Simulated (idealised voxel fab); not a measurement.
process module | voxel capacitor over wiring
240 nm wide, 5 nm square cells: that's cross-section cut.
A cross-section is a grid of square cells, given in bands from the top down. A band is one or more rows of cells.
Heights first: top, then bottom, in nm. Then materials, left to right, each with a width in nm. "full width" on a single material: fills the band edge to edge. "empty": empty space.
Basically, 0 is our baseline, since under it the wafer straight out of the box is all one material. The bottom band has no lower end and keeps on going down, so it looks like "0..down".
The notation "30->40" denotes a width that varies across the rows of cells in the band, beginning at the first number in the top row, finishing at the second number in the bottom row, and changing by an identical amount from each row to the next.
"changes: none" for a step: no cell of the cross-section changed in that step.
Look at "Closed voids list" for the closed voids: empty spaces with no open path to the top, sized 8 cells or up. Each is width x height at distance, distance from the left edge, all nm.
That trailing text on a step's line, after the settings, is the simulator's own remark on the step.
If you see "overlay nm" on a step's line and that step has a mask, it's telling you how far right of where it was planned the mask ended up; a negative number means it went left instead.

Process steps (planned):
1. RECEIVE with material Si
2. CONFORMAL_DEP with material SiO2, thk nm 15
3. CONFORMAL_DEP with material SiCN, thk nm 5
4. DIRECTIONAL_DEP with material lowk, thk nm 15
5. PATTERN with tone open, mask id METAL_1, material resist, width nm 20, pitch nm 70, thk nm 20, overlay nm 0
6. DIRECTIONAL_ETCH with etch materials lowk, depth nm 15
7. DIRECTIONAL_ETCH with etch materials SiCN, depth nm 5
8. STRIP with etch materials resist
9. CONFORMAL_DEP with material TiN, thk nm 5
10. FILL_DEP with material Cu, thk nm 10
11. CMP with height nm 35
12. CONFORMAL_DEP with material SiCN, thk nm 5
13. DIRECTIONAL_DEP with material lowk, thk nm 15
14. MASKED_ETCH with tone open, mask id PLUG_1, width nm 15, etch materials lowk, depth nm 15, overlay nm 0
15. MASKED_ETCH with tone open, mask id PLUG_1, width nm 15, etch materials SiCN, depth nm 5, overlay nm 0
16. CONFORMAL_DEP with material TiN, thk nm 5
17. FILL_DEP with material Cu, thk nm 10
18. CMP with height nm 55
19. DIRECTIONAL_DEP with material TiN, thk nm 5
20. DIRECTIONAL_DEP with material HfO2, thk nm 5
21. DIRECTIONAL_DEP with material TiN, thk nm 5
22. PATTERN with tone cover, mask id UPPER_PLATE, material resist, width nm 55, thk nm 15, overlay nm 0
23. DIRECTIONAL_ETCH with etch materials TiN, depth nm 5
24. DIRECTIONAL_ETCH with etch materials HfO2, depth nm 5
25. STRIP with etch materials resist
26. DIRECTIONAL_DEP with material aC, thk nm 15
27. PATTERN with tone cover, mask id LOWER_PLATE, material resist, width nm 65, thk nm 30, overlay nm 0
28. DIRECTIONAL_ETCH with etch materials aC, depth nm 15
29. STRIP with etch materials resist
30. DIRECTIONAL_ETCH with etch materials TiN, depth nm 5
31. STRIP with etch materials aC
32. FILL_DEP with material SiO2, thk nm 15
33. CMP with height nm 80
34. MASKED_ETCH with tone open, mask id PLUG_2, width nm 15, etch materials SiO2, depth nm 10, overlay nm 0
35. CONFORMAL_DEP with material TiN, thk nm 5
36. FILL_DEP with material Ru, thk nm 10
37. CMP with height nm 80
38. CONFORMAL_DEP with material SiN, thk nm 5

Wafer cross-section on receipt, i.e. after step 1:
* 0..down | Si full width
* Closed voids list: none

End-of-module XS, first of two wafers, run as planned:
* 85..80 | SiN full width
* 80..75 | SiO2=90 | TiN=5 | Ru=5 | TiN=5 | SiO2=135
* 75..65 | SiO2=90->80 | TiN=15->55 | SiO2=135->105
* 65..60 | SiO2=80 | HfO2=55 | SiO2=105
* 60..55 | SiO2=75 | TiN=65 | SiO2=100
* 55..40 | lowk=80 | TiN=5 | Cu=5 | TiN=5 | lowk=145
* 40..35 | SiCN=80 | TiN=15 | SiCN=145
* 35..20 | lowk=75 | TiN=5 | Cu=10 | TiN=5 | lowk=50 | TiN=5 | Cu=10 | TiN=5 | lowk=75
* 20..15 | SiCN=75 | TiN=20 | SiCN=50 | TiN=20 | SiCN=75
* 15..0 | SiO2 full width
* 0..down | Si full width
* Closed voids list: none

Cross-section at end of module for the second wafer of two, which matched the first in starting point and plan and differed by one mistake in its processing:
* 85..80 | SiN full width
* 80..75 | Ru=85 | TiN=5 | SiO2=15 | TiN=5 | Ru=130
* 75..70 | TiN=90 | SiO2=15 | TiN=135
* 70..65 | SiO2=80 | TiN=55 | SiO2=105
* 65..60 | SiO2=80 | HfO2=55 | SiO2=105
* 60..55 | SiO2=75 | TiN=65 | SiO2=100
* 55..40 | lowk=80 | TiN=5 | Cu=5 | TiN=5 | lowk=145
* 40..35 | SiCN=80 | TiN=15 | SiCN=145
* 35..20 | lowk=75 | TiN=5 | Cu=10 | TiN=5 | lowk=50 | TiN=5 | Cu=10 | TiN=5 | lowk=75
* 20..15 | SiCN=75 | TiN=20 | SiCN=50 | TiN=20 | SiCN=75
* 15..0 | SiO2 full width
* 0..down | Si full width
* Closed voids list: none
Nonconformance to the process plan: step 34: run off-plan, actual operation and settings MASKED_ETCH with tone cover, mask id PLUG_2, width nm 15, etch materials SiO2, depth nm 10, overlay nm 0
Heads up, by the end the second wafer has more or fewer cells of some materials compared to the first: Ru +42, SiO2 -84, TiN +42
